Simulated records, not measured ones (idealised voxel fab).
The following is a process module called voxel capacitor over wiring.
Square cells of 5 nm make up the cross-section cut, whose width is 230 nm.
In what follows, cross-sections appear as grids of square cells, described through bands that run from the top down, where every band is one or more rows of cells. Heads up on the band format: heights come first, top then bottom, in nm. After that it's the materials left to right, each with its width in nm. A single material flagged "throughout" fills the whole band edge to edge, and "empty" means there's empty space there. Height datum 0, below which the as-received substrate wafer is one material. Lowest band open at the bottom, running downward: "from 0 down". So if you see something like "30 to 40" for the width, read it as the top row of the band sitting at the first number and the bottom row at the second, with every row in between moving by the same amount as the last. Step note "same as before" = no cross-section cell changed. Voids not open to the top, 8 cells minimum: see "Internal closed voids". Written width x height at distance; distance is from the left edge; nm. If you see something after the settings on a step's line, that's the simulator's own remark about that step. overlay nm: right-of-plan distance of the mask on a masked step; negative values mean left-of-plan.
These are the steps we planned for the process
1,RECEIVE,material Si
2,CONFORMAL_DEP,material SiO2,thk nm 10
3,CONFORMAL_DEP,material SiN,thk nm 5
4,DIRECTIONAL_DEP,material SiO2,thk nm 25
5,DIRECTIONAL_DEP,material aC,thk nm 10
6,PATTERN,tone open,mask id METAL_1,material resist,width nm 20,pitch nm 90,thk nm 30,overlay nm 0
7,DIRECTIONAL_ETCH,etch materials aC,depth nm 10
8,STRIP,etch materials resist
9,DIRECTIONAL_ETCH,etch materials SiO2,depth nm 25
10,DIRECTIONAL_ETCH,etch materials SiN,depth nm 5
11,STRIP,etch materials aC
12,CONFORMAL_DEP,material TiN,thk nm 5
13,FILL_DEP,material Cu,thk nm 5
14,CMP,height nm 40
15,CONFORMAL_DEP,material SiCN,thk nm 5
16,DIRECTIONAL_DEP,material lowk,thk nm 20
17,DIRECTIONAL_DEP,material aC,thk nm 10
18,PATTERN,tone open,mask id PLUG_1,material resist,width nm 15,thk nm 25,overlay nm 0
19,DIRECTIONAL_ETCH,etch materials aC,depth nm 10
20,STRIP,etch materials resist
21,DIRECTIONAL_ETCH,etch materials lowk,depth nm 20
22,DIRECTIONAL_ETCH,etch materials SiCN,depth nm 5
23,STRIP,etch materials aC
24,CONFORMAL_DEP,material TiN,thk nm 5
25,FILL_DEP,material W,thk nm 10
26,CMP,height nm 65
27,DIRECTIONAL_DEP,material TiN,thk nm 10
28,DIRECTIONAL_DEP,material HfO2,thk nm 5
29,DIRECTIONAL_DEP,material TiN,thk nm 5
30,DIRECTIONAL_DEP,material aC,thk nm 15
31,PATTERN,tone cover,mask id UPPER_PLATE,material resist,width nm 75,thk nm 35,overlay nm 0
32,DIRECTIONAL_ETCH,etch materials aC,depth nm 15
33,STRIP,etch materials resist
34,DIRECTIONAL_ETCH,etch materials TiN,depth nm 5
35,DIRECTIONAL_ETCH,etch materials HfO2,depth nm 5
36,STRIP,etch materials aC
37,PATTERN,tone cover,mask id LOWER_PLATE,material resist,width nm 85,thk nm 20,overlay nm 0
38,DIRECTIONAL_ETCH,etch materials TiN,depth nm 10
39,STRIP,etch materials resist
40,FILL_DEP,material SiO2,thk nm 15
41,CMP,height nm 95
42,MASKED_ETCH,tone open,mask id PLUG_2,width nm 15,etch materials SiO2,depth nm 10,overlay nm 0
43,CONFORMAL_DEP,material TiN,thk nm 5
44,FILL_DEP,material W,thk nm 10
45,CMP,height nm 95
46,CONFORMAL_DEP,material SiN,thk nm 5
This is the cross-section of the wafer as we received it, i.e. after step 1
* from 0 down | Si throughout
* Internal closed voids: none
Cross-section at module end, one run error; start and plan unchanged from above
* from 100 to 95 | SiN throughout
* from 95 to 90 | SiO2 (75), then TiN (5), then W (5), then TiN (5), then SiO2 (140)
* from 90 to 80 | SiO2 (75 to 65), then TiN (15 to 75), then SiO2 (140 to 90)
* from 80 to 75 | SiO2 (65), then HfO2 (75), then SiO2 (90)
* from 75 to 65 | SiO2 (60), then TiN (85), then SiO2 (85)
* from 65 to 45 | lowk (65), then TiN (5), then W (5), then TiN (5), then lowk (150)
* from 45 to 40 | SiCN (65), then TiN (15), then SiCN (150)
* from 40 to 20 | SiO2 (60), then TiN (5), then Cu (10), then TiN (5), then SiO2 (70), then TiN (5), then Cu (10), then TiN (5), then SiO2 (60)
* from 20 to 15 | SiO2 (60), then TiN (20), then SiO2 (70), then TiN (20), then SiO2 (60)
* from 15 to 5 | SiO2 throughout
* from 5 to 0 | SiN throughout
* from 0 down | Si throughout
* Internal closed voids: none
Short version of what went wrong: steps 2 and 3 run out of order (swapped)
